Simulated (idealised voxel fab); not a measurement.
Title: Process Module voxel spacer lines
Shown is cross-section cut, with a width of 255 nm and square cells of size 5 nm.
This document writes a cross-section as a grid whose cells are square, and gives it as bands, listed from the top down; one or more rows of cells form a band.
Look at the band entry: it leads with the top's height and the bottom's height in nm. Then it lists the materials left to right, with a width in nm for each. The word "full width" on a single material says that material fills the band edge to edge. The word "empty" is empty space.
Convention: height 0 is the level below which the wafer, as received, is all one material. The lowest band does not terminate at the bottom but continues downward, represented as "from 0 down".
Width "30..40": first value at the band's top row of cells, second value at its bottom row, equal change from row to row.
Step note "nothing changed" = no cross-section cell changed.
Closed empty spaces (no open way to the top) of 8 cells or more are what "Closed void list" lists, each as width x height at distance from the left edge, nm for all three.
What comes after the settings on a step's line is commentary from the simulator itself on that step.
overlay nm: right-of-plan distance of the mask on a masked step; negative values mean left-of-plan.
Planned step list for the process:
1,RECEIVE,material Si
2,CONFORMAL_DEP,material Al2O3,thk nm 5
3,DIRECTIONAL_DEP,material SiN,thk nm 10
4,DIRECTIONAL_DEP,material aC,thk nm 25
5,PATTERN,tone cover,mask id MANDREL,material resist,width nm 20,pitch nm 60,thk nm 35,overlay nm 0
6,DIRECTIONAL_ETCH,etch materials aC,depth nm 25
7,STRIP,etch materials resist
8,CONFORMAL_DEP,material SiO2,thk nm 10
9,DIRECTIONAL_ETCH,etch materials SiO2,depth nm 10
10,STRIP,etch materials aC
11,DIRECTIONAL_ETCH,etch materials SiN,depth nm 10
12,STRIP,etch materials SiO2
13,FILL_DEP,material SiO2,thk nm 10
14,CMP,height nm 15
Of two wafers, the first: run according to plan:
Cross-section of the wafer as it came to us, i.e., already through step 1:
    from 0 down = Si full width
    Closed void list: none
Wafer after step 2 (cross-section):
    from 5 to 0 = Al2O3 full width
    Note: structure below 0 unchanged.
Wafer after step 3 (cross-section):
    from 15 to 5 = SiN full width
    Note: structure below 5 unchanged.
Wafer after step 4 (cross-section):
    from 40 to 15 = aC full width
    Note: structure below 15 unchanged.
Wafer after step 5 (cross-section):
    from 75 to 40 = empty (55), resist (20), empty (40), resist (20), empty (40), resist (20), empty (60)
    Note: structure below 40 unchanged.
Wafer after step 6 (cross-section):
    from 50 to 40 = empty (55), resist (20), empty (40), resist (20), empty (40), resist (20), empty (60)
    from 40 to 15 = empty (55), aC (20), empty (40), aC (20), empty (40), aC (20), empty (60)
    Note: structure below 15 unchanged.
Wafer after step 7 (cross-section):
    from 40 to 15 = empty (55), aC (20), empty (40), aC (20), empty (40), aC (20), empty (60)
    Note: structure below 15 unchanged.
Wafer after step 8 (cross-section):
    from 50 to 40 = empty (45), SiO2 (40), empty (20), SiO2 (40), empty (20), SiO2 (40), empty (50)
    from 40 to 25 = empty (45), SiO2 (10), aC (20), SiO2 (10), empty (20), SiO2 (10), aC (20), SiO2 (10), empty (20), SiO2 (10), aC (20), SiO2 (10), empty (50)
    from 25 to 15 = SiO2 (55), aC (20), SiO2 (40), aC (20), SiO2 (40), aC (20), SiO2 (60)
    Note: structure below 15 unchanged.
Wafer after step 9 (cross-section):
    from 40 to 15 = empty (45), SiO2 (10), aC (20), SiO2 (10), empty (20), SiO2 (10), aC (20), SiO2 (10), empty (20), SiO2 (10), aC (20), SiO2 (10), empty (50)
    Note: structure below 15 unchanged.
Wafer after step 10 (cross-section):
    from 40 to 15 = empty (45), SiO2 (10), empty (20), SiO2 (10), empty (20), SiO2 (10), empty (20), SiO2 (10), empty (20), SiO2 (10), empty (20), SiO2 (10), empty (50)
    Note: structure below 15 unchanged.
Wafer after step 11 (cross-section):
    from 40 to 15 = empty (45), SiO2 (10), empty (20), SiO2 (10), empty (20), SiO2 (10), empty (20), SiO2 (10), empty (20), SiO2 (10), empty (20), SiO2 (10), empty (50)
    from 15 to 5 = empty (45), SiN (10), empty (20), SiN (10), empty (20), SiN (10), empty (20), SiN (10), empty (20), SiN (10), empty (20), SiN (10), empty (50)
    Note: structure below 5 unchanged.
Wafer after step 12 (cross-section):
    from 15 to 5 = empty (45), SiN (10), empty (20), SiN (10), empty (20), SiN (10), empty (20), SiN (10), empty (20), SiN (10), empty (20), SiN (10), empty (50)
    Note: structure below 5 unchanged.
Wafer after step 13 (cross-section):
    from 25 to 15 = SiO2 full width
    from 15 to 5 = SiO2 (45), SiN (10), SiO2 (20), SiN (10), SiO2 (20), SiN (10), SiO2 (20), SiN (10), SiO2 (20), SiN (10), SiO2 (20), SiN (10), SiO2 (50)
    Note: structure below 5 unchanged.
Wafer after step 14 (cross-section):
    from 15 to 5 = SiO2 (45), SiN (10), SiO2 (20), SiN (10), SiO2 (20), SiN (10), SiO2 (20), SiN (10), SiO2 (20), SiN (10), SiO2 (20), SiN (10), SiO2 (50)
    Note: structure below 5 unchanged.
Regarding the second of the two wafers: it shared the first wafer's starting condition and process plan, yet one error occurred during its execution. Its history coincides with that of the first wafer up to and including step 12:
Planned end of step 13: second wafer, cross-section:
    from 25 to 15 = aC full width
    from 15 to 5 = aC (45), SiN (10), aC (20), SiN (10), aC (20), SiN (10), aC (20), SiN (10), aC (20), SiN (10), aC (20), SiN (10), aC (50)
    Note: structure below 5 unchanged.
Planned end of step 14: second wafer, cross-section:
    from 15 to 5 = aC (45), SiN (10), aC (20), SiN (10), aC (20), SiN (10), aC (20), SiN (10), aC (20), SiN (10), aC (20), SiN (10), aC (50)
    Note: structure below 5 unchanged.
Deviation from plan: step 13 did not use the planned setting and instead ran as FILL_DEP,material aC,thk nm 10
Wrapping up, a cell-based count of both wafers puts the second over or under the first for these materials: -78 SiO2, +78 aC
